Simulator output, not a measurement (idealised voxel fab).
The document below concerns the process module designated voxel tone inversion.
Each square cell in cross-section cut measures 5 nm, and the section as a whole is 145 nm wide.
Cross-section, as written here: a square-cell grid given band by band from the top down, where a band holds one or more rows of cells. Basically the band line says how high the top is and how high the bottom is, in nm, and then what's in it from left to right, every material with its width in nm. Empty space shows up as "blank", and if a single material carries "edge to edge" it runs the full band edge to edge. All heights in this document are referenced to 0, defined as the level beneath which the wafer, as received, consists entirely of one material. The lowest band is not bounded below; it extends indefinitely downward and is written in the form "z 0 and below". Width: "30->40" (first number = top row, second number = bottom row, same change from row to row of cells). A step reported as "no change occurred" is a step in which no cell of the cross-section changed. Any empty space of 8 cells or more lacking an open way to the top shows up in "Voids, enclosed" as width x height at distance, distance from the left edge, in nm. Text after the settings on a step's line: the simulator's own remark on that step. The setting "overlay nm" may be written on the line of a step. When the step uses a mask, the value reports how far to the right of the planned place the mask lay, and a negative value reports that it lay to the left.

[The following list gives the planned process steps]
- 1: RECEIVE (material Si)
- 2: CONFORMAL_DEP (material SiCN; thk nm 10)
- 3: DIRECTIONAL_DEP (material aC; thk nm 25)
- 4: PATTERN (tone cover; mask id POSTS; material resist; width nm 25; pitch nm 40; thk nm 30; overlay nm -15)
- 5: DIRECTIONAL_ETCH (etch materials aC; depth nm 25)
- 6: STRIP (etch materials resist)
- 7: FILL_DEP (material SiO2; thk nm 5)
- 8: CMP (height nm 35)
- 9: STRIP (etch materials aC)
- 10: CONFORMAL_DEP (material TiN; thk nm 5)
- 11: FILL_DEP (material Ru; thk nm 5)
- 12: CMP (height nm 35)
- 13: CONFORMAL_DEP (material SiCN; thk nm 5)
Keep in mind the plan's value for the overlay nm of step 4 comes from the first wafer; the wafers don't share that setting, but they do share the same starting point.

[Received wafers, first of several: cross-section after step 1]
  z 0 and below  Si edge to edge
  Voids, enclosed: none

[Basically each wafer gets a line in the table, showing it at the end of the module: material by material, the cells it gained (+) or lost (-) since we got it, then its closed voids]
overlay nm -15, +24 Ru, +87 SiCN, +95 SiO2, +26 TiN, Voids, enclosed: none
overlay nm -10, +24 Ru, +87 SiCN, +95 SiO2, +26 TiN, Voids, enclosed: none
overlay nm -5, +24 Ru, +87 SiCN, +95 SiO2, +26 TiN, Voids, enclosed: none
overlay nm 0, +24 Ru, +87 SiCN, +95 SiO2, +26 TiN, Voids, enclosed: none
overlay nm 5, +24 Ru, +87 SiCN, +95 SiO2, +26 TiN, Voids, enclosed: none
overlay nm 10, +24 Ru, +87 SiCN, +95 SiO2, +26 TiN, Voids, enclosed: none
overlay nm 15, +24 Ru, +87 SiCN, +95 SiO2, +26 TiN, Voids, enclosed: none
